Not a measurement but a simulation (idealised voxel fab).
Proc. module: voxel gate over fins
Shown is cross-section cut, with a width of 145 nm and square cells of size 5 nm.
A cross-section in this document is a grid of square cells, and it is written down as bands, the top band listed before the ones below it; a band is made up of one or more rows of cells.
First you get the band's top height and its bottom height, in nm, and then the materials it's made of, left to right, with each width in nm. If you see a single material with "all across", that one covers the band edge to edge. "blank" is empty space.
Beneath 0, the wafer as received is one material, and that level is where height counting begins. The lowest band goes on downward without a bottom; it is written like "0 nm and below".
Read "30 to 40" as a graded width: first number on top, second number at the bottom, same change between each pair of neighbouring rows.
What does "remained unchanged" mean for a step? It means no cell of the cross-section changed in that step.
The label "Sealed cavities" introduces a list of the empty spaces, 8 cells or larger, that have no open way up to the top; each entry in it reads width x height at distance, where the distance is taken from the left edge and all three are stated in nm.
Where a step's line continues beyond its settings, the continuation is a remark by the simulator itself on that step.
overlay nm: right-of-plan distance of the mask on a masked step; negative values mean left-of-plan.
Planned process steps
1,RECEIVE | material Si
2,CONFORMAL_DEP | material SiN | thk nm 5
3,MASKED_ETCH | tone cover | mask id FINS | width nm 15 | pitch nm 35 | etch materials SiN | depth nm 5 | overlay nm 0
4,MASKED_ETCH | tone cover | mask id FINS | width nm 15 | pitch nm 35 | etch materials Si | depth nm 30 | overlay nm 0
5,FILL_DEP | material SiO2 | thk nm 10
6,CMP | height nm 5
7,SELECTIVE_ETCH | etch materials SiO2 | depth nm 20
8,STRIP | etch materials SiN
9,CONFORMAL_DEP | material HfO2 | thk nm 5
10,CONFORMAL_DEP | material TiN | thk nm 5
11,CONFORMAL_DEP | material TiAl | thk nm 5
12,CONFORMAL_DEP | material TiN | thk nm 5
13,FILL_DEP | material W | thk nm 10
14,CMP | height nm 25
15,CONFORMAL_DEP | material SiN | thk nm 5
So this is the incoming wafer in cross-section - it's already been through step 1
- 0 nm and below = Si all across
- Sealed cavities: none
Post-module cross-section of the first of two wafers (run per plan)
- 30 nm to 25 nm = SiN all across
- 25 nm to 20 nm = W all across
- 20 nm to 15 nm = W: 25, then TiN: 90, then W: 30
- 15 nm to 10 nm = W: 25, then TiN: 5, then TiAl: 80, then TiN: 5, then W: 30
- 10 nm to 5 nm = W: 25, then TiN: 5, then TiAl: 5, then TiN: 70, then TiAl: 5, then TiN: 5, then W: 30
- 5 nm to 0 nm = TiN: 30, then TiAl: 5, then TiN: 5, then HfO2: 25, then TiN: 10, then HfO2: 25, then TiN: 5, then TiAl: 5, then TiN: 35
- 0 nm to -5 nm = TiAl: 35, then TiN: 5, then HfO2: 5, then Si: 15, then HfO2: 5, then TiN: 10, then HfO2: 5, then Si: 15, then HfO2: 5, then TiN: 5, then TiAl: 40
- -5 nm to -10 nm = TiN: 40, then HfO2: 5, then Si: 15, then HfO2: 5, then TiN: 10, then HfO2: 5, then Si: 15, then HfO2: 5, then TiN: 45
- -10 nm to -15 nm = HfO2: 45, then Si: 15, then HfO2: 20, then Si: 15, then HfO2: 50
- -15 nm to -30 nm = SiO2: 45, then Si: 15, then SiO2: 20, then Si: 15, then SiO2: 50
- -30 nm and below = Si all across
- Sealed cavities: none
Wafer two cross-section, module end. Start and plan unchanged from wafer one; one mistake made during the run
- 30 nm to 25 nm = SiN all across
- 25 nm to 20 nm = W all across
- 20 nm to 15 nm = W: 25, then HfO2: 90, then W: 30
- 15 nm to 10 nm = W: 25, then HfO2: 5, then TiAl: 80, then HfO2: 5, then W: 30
- 10 nm to 5 nm = W: 25, then HfO2: 5, then TiAl: 5, then TiN: 70, then TiAl: 5, then HfO2: 5, then W: 30
- 5 nm to 0 nm = HfO2: 30, then TiAl: 5, then TiN: 5, then HfO2: 25, then TiN: 10, then HfO2: 25, then TiN: 5, then TiAl: 5, then HfO2: 35
- 0 nm to -5 nm = TiAl: 35, then TiN: 5, then HfO2: 5, then Si: 15, then HfO2: 5, then TiN: 10, then HfO2: 5, then Si: 15, then HfO2: 5, then TiN: 5, then TiAl: 40
- -5 nm to -10 nm = TiN: 40, then HfO2: 5, then Si: 15, then HfO2: 5, then TiN: 10, then HfO2: 5, then Si: 15, then HfO2: 5, then TiN: 45
- -10 nm to -15 nm = HfO2: 45, then Si: 15, then HfO2: 20, then Si: 15, then HfO2: 50
- -15 nm to -30 nm = SiO2: 45, then Si: 15, then SiO2: 20, then Si: 15, then SiO2: 50
- -30 nm and below = Si all across
- Sealed cavities: none
Processing error: step 12 ran differently from the plan; actual operation with settings: CONFORMAL_DEP | material HfO2 | thk nm 5
FYI, end of process, the second wafer has more or fewer cells of some materials than the first: +35 HfO2; -35 TiN
